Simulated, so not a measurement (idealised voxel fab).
process module | voxel self aligned vias
cross-section cut | 155 nm wide | cells 5 nm
A cross-section is a grid of square cells, given in bands from the top down. A band is one or more rows of cells.
Each band's line starts with the height of the band's top and of its bottom, in nm. Then come its materials from left to right, each with its width in nm. One material with "throughout" fills the band from edge to edge. "air" is empty space.
Height 0 is the level under which the wafer as received is all one material. The lowest band goes on downwards, as in "0 down".
A width such as "30 to 40" changes by the same amount from each row of cells to the next, from the band's top row to its bottom row.
"no change" after a step means that no cell of the cross-section changed.
closed voids: empty space of 8 cells or more with no open way to the top, each as width x height at its distance from the left edge, in nm
after a step's settings: what the simulator itself notes on the step
overlay nm, on a step with a mask: how far to the right of its planned place the mask lay; to the left if negative
plan
1 op RECEIVE | material Si
2 op CONFORMAL_DEP | material SiO2 | thk nm 15
3 op CONFORMAL_DEP | material SiCN | thk nm 5
4 op DIRECTIONAL_DEP | material SiO2 | thk nm 20
5 op DIRECTIONAL_DEP | material aC | thk nm 15
6 op PATTERN | tone open | mask id LINES | material resist | width nm 20 | pitch nm 70 | thk nm 30 | overlay nm 0
7 op DIRECTIONAL_ETCH | etch materials aC | depth nm 15
8 op STRIP | etch materials resist
9 op DIRECTIONAL_ETCH | etch materials SiO2 | depth nm 20
10 op STRIP | etch materials aC
11 op CONFORMAL_DEP | material TiN | thk nm 5
12 op FILL_DEP | material W | thk nm 10
13 op CMP | height nm 40
14 op SELECTIVE_ETCH | etch materials W Ru TiN | depth nm 5
15 op FILL_DEP | material SiN | thk nm 10
16 op CMP | height nm 40
17 op DIRECTIONAL_DEP | material SiO2 | thk nm 20
18 op DIRECTIONAL_DEP | material aC | thk nm 10
19 op PATTERN | tone open | mask id VIAS | material resist | width nm 40 | thk nm 30 | overlay nm 0
20 op DIRECTIONAL_ETCH | etch materials aC | depth nm 10
21 op STRIP | etch materials resist
22 op DIRECTIONAL_ETCH | etch materials SiO2 | depth nm 20
23 op DIRECTIONAL_ETCH | etch materials SiN | depth nm 5
24 op STRIP | etch materials aC
25 op CONFORMAL_DEP | material TiN | thk nm 5
26 op FILL_DEP | material Cu | thk nm 5
27 op CMP | height nm 60
28 op CONFORMAL_DEP | material SiN | thk nm 5
as received, after step 1
  0 down: Si throughout
  closed voids: none
first wafer at the end, as planned
  65 to 60: SiN throughout
  60 to 45: SiO2 20 | TiN 5 | Cu 30 | TiN 5 | SiO2 95
  45 to 40: SiO2 20 | TiN 15 | Cu 10 | TiN 15 | SiO2 95
  40 to 35: SiO2 30 | TiN 20 | SiO2 50 | SiN 20 | SiO2 35
  35 to 25: SiO2 30 | TiN 5 | W 10 | TiN 5 | SiO2 50 | TiN 5 | W 10 | TiN 5 | SiO2 35
  25 to 20: SiO2 30 | TiN 20 | SiO2 50 | TiN 20 | SiO2 35
  20 to 15: SiCN throughout
  15 to 0: SiO2 throughout
  0 down: Si throughout
  closed voids: none
second wafer at the end: like start, like plan, one mistake
  65 to 60: SiN throughout
  60 to 45: Cu 15 | TiN 5 | SiO2 40 | TiN 5 | Cu 90
  45 to 40: TiN 20 | SiO2 40 | TiN 45 | Cu 10 | TiN 40
  40 to 35: SiO2 30 | SiN 20 | SiO2 50 | TiN 20 | SiO2 35
  35 to 25: SiO2 30 | TiN 5 | W 10 | TiN 5 | SiO2 50 | TiN 5 | W 10 | TiN 5 | SiO2 35
  25 to 20: SiO2 30 | TiN 20 | SiO2 50 | TiN 20 | SiO2 35
  20 to 15: SiCN throughout
  15 to 0: SiO2 throughout
  0 down: Si throughout
  closed voids: none
what went wrong: step 19 ran as: op PATTERN | tone cover | mask id VIAS | material resist | width nm 40 | thk nm 30 | overlay nm 0
at the end the second wafer has, in cells: 45 more of Cu | 60 fewer of SiO2 | 15 more of TiN
